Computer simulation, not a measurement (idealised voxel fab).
The process module presented herein is designated voxel released beams.
The cross-section shown here is cut; it is 270 nm wide and divided into square cells measuring 5 nm on a side.
Each cross-section below is a grid of square cells, stated as bands in top-down order, with one or more rows of cells making up each band. Quick guide to a band line: top height, bottom height (nm) up front; then every material left to right with its width in nm. Only one material and it's marked "edge to edge"? Then it fills the band edge to edge. And "air" just means empty space. It should be noted that heights are counted from 0, beneath which the wafer as supplied is of one material throughout, and that the lowest band possesses no lower boundary but continues downward, as written in "0 down". Read "30->40" as a graded width: first number on top, second number at the bottom, same change between each pair of neighbouring rows. No cell of the cross-section changed in a step that is given as "no change". "Completely sealed voids" contains a list of empty spaces, each no smaller than 8 cells and without an open way to the top, written in the form width x height at distance with the distance from the left edge and all three in nm. Read whatever lies past the settings on a step's line as the simulator's own remark about the step. A step line may carry the setting "overlay nm", which, for steps involving a mask, states the distance by which the mask lay to the right of its intended position; negative values denote displacement to the left.
Here's what the planned process steps look like
- 1: RECEIVE: material Si
- 2: CONFORMAL_DEP: material Al2O3, thk nm 10
- 3: DIRECTIONAL_DEP: material SiO2, thk nm 15
- 4: MASKED_ETCH: tone open, mask id ANCHOR, width nm 30, etch materials SiO2, depth nm 15, overlay nm 0
- 5: CONFORMAL_DEP: material polySi, thk nm 10
- 6: MASKED_ETCH: tone cover, mask id BEAM, width nm 115, etch materials polySi, depth nm 5, overlay nm 0
- 7: STRIP: etch materials SiO2
Quick note for whoever runs this: the wafers start identical, but the depth nm at step 6 isn't the same across them. The plan just shows what the first wafer had.
Incoming state of the first of several wafers in cross-section: after step 1
* 0 down | Si edge to edge
* Completely sealed voids: none
The following table contains a row per wafer, in which are reported, at the conclusion of the module, the cells of each material gained (+) or lost (-) since the wafer's receipt, with its closed voids given thereafter
depth nm 5, +108 Al2O3, +144 SiO2, +89 polySi, Completely sealed voids: none
depth nm 10, +108 Al2O3, +58 polySi, Completely sealed voids: none
depth nm 15, +108 Al2O3, +58 polySi, Completely sealed voids: none
depth nm 20, +108 Al2O3, +58 polySi, Completely sealed voids: none
depth nm 25, +108 Al2O3, +58 polySi, Completely sealed voids: none
